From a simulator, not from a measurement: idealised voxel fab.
Herein follows the process module entitled voxel plated lines.
Section shown: cut. Width: 225 nm. Cell size: 5 nm, square.
Cross-section format: a grid of square cells, given as bands from top to bottom; each band is one or more rows of cells.
Heads up on the band format: heights come first, top then bottom, in nm. After that it's the materials left to right, each with its width in nm. A single material flagged "edge to edge" fills the whole band edge to edge, and "empty" means there's empty space there.
Convention: height 0 is the level below which the wafer, as received, is all one material. The lowest band does not terminate at the bottom but continues downward, represented as "0 and below".
Read "30 to 40" as a graded width: first number on top, second number at the bottom, same change between each pair of neighbouring rows.
Reading "no alteration" for a step: not a cell of the cross-section changed in it.
"Trapped cavities" enumerates empty spaces isolated from the top, with no open way to it, that contain at least 8 cells, giving each as width x height at distance from the left edge, all three in nm.
Step line, after settings: the simulator's comment on this step.
overlay nm: mask right of planned place by this much (step with mask). Neg. = left.

Set out below are the planned steps of the process:
- 1: op RECEIVE | material Si
- 2: op CONFORMAL_DEP | material Al2O3 | thk nm 15
- 3: op DIRECTIONAL_DEP | material TiN | thk nm 5
- 4: op PATTERN | tone open | mask id LINES | material resist | width nm 30 | pitch nm 55 | thk nm 30 | overlay nm 0
- 5: op EPI | material Ru | thk nm 5
- 6: op EPI | material Ru | thk nm 5
- 7: op STRIP | etch materials resist
- 8: op DIRECTIONAL_ETCH | etch materials TiN | depth nm 5
- 9: op CONFORMAL_DEP | material SiO2 | thk nm 10

As-received wafer cross-section (after step 1):
> 0 and below = Si edge to edge
> Trapped cavities: none

Starting structure and process plan are as shown above, but one mistake was made in running the module; the wafer cross-section at the end of the module follows:
> 50 down to 40 = 5 nm empty  50 nm SiO2  5 nm empty  50 nm SiO2  5 nm empty  50 nm SiO2  5 nm empty  50 nm SiO2  5 nm empty
> 40 down to 35 = 5 nm empty  10 nm SiO2  30 nm Ru  10 nm SiO2  5 nm empty  10 nm SiO2  30 nm Ru  10 nm SiO2  5 nm empty  10 nm SiO2  30 nm Ru  10 nm SiO2  5 nm empty  10 nm SiO2  30 nm Ru  10 nm SiO2  5 nm empty
> 35 down to 30 = 15 nm SiO2  30 nm Ru  25 nm SiO2  30 nm Ru  25 nm SiO2  30 nm Ru  25 nm SiO2  30 nm Ru  15 nm SiO2
> 30 down to 25 = 15 nm SiO2  30 nm TiN  25 nm SiO2  30 nm TiN  25 nm SiO2  30 nm TiN  25 nm SiO2  30 nm TiN  15 nm SiO2
> 25 down to 0 = Al2O3 edge to edge
> 0 and below = Si edge to edge
> Trapped cavities: none
Run error: step 2 off recipe, ran as op CONFORMAL_DEP | material Al2O3 | thk nm 25
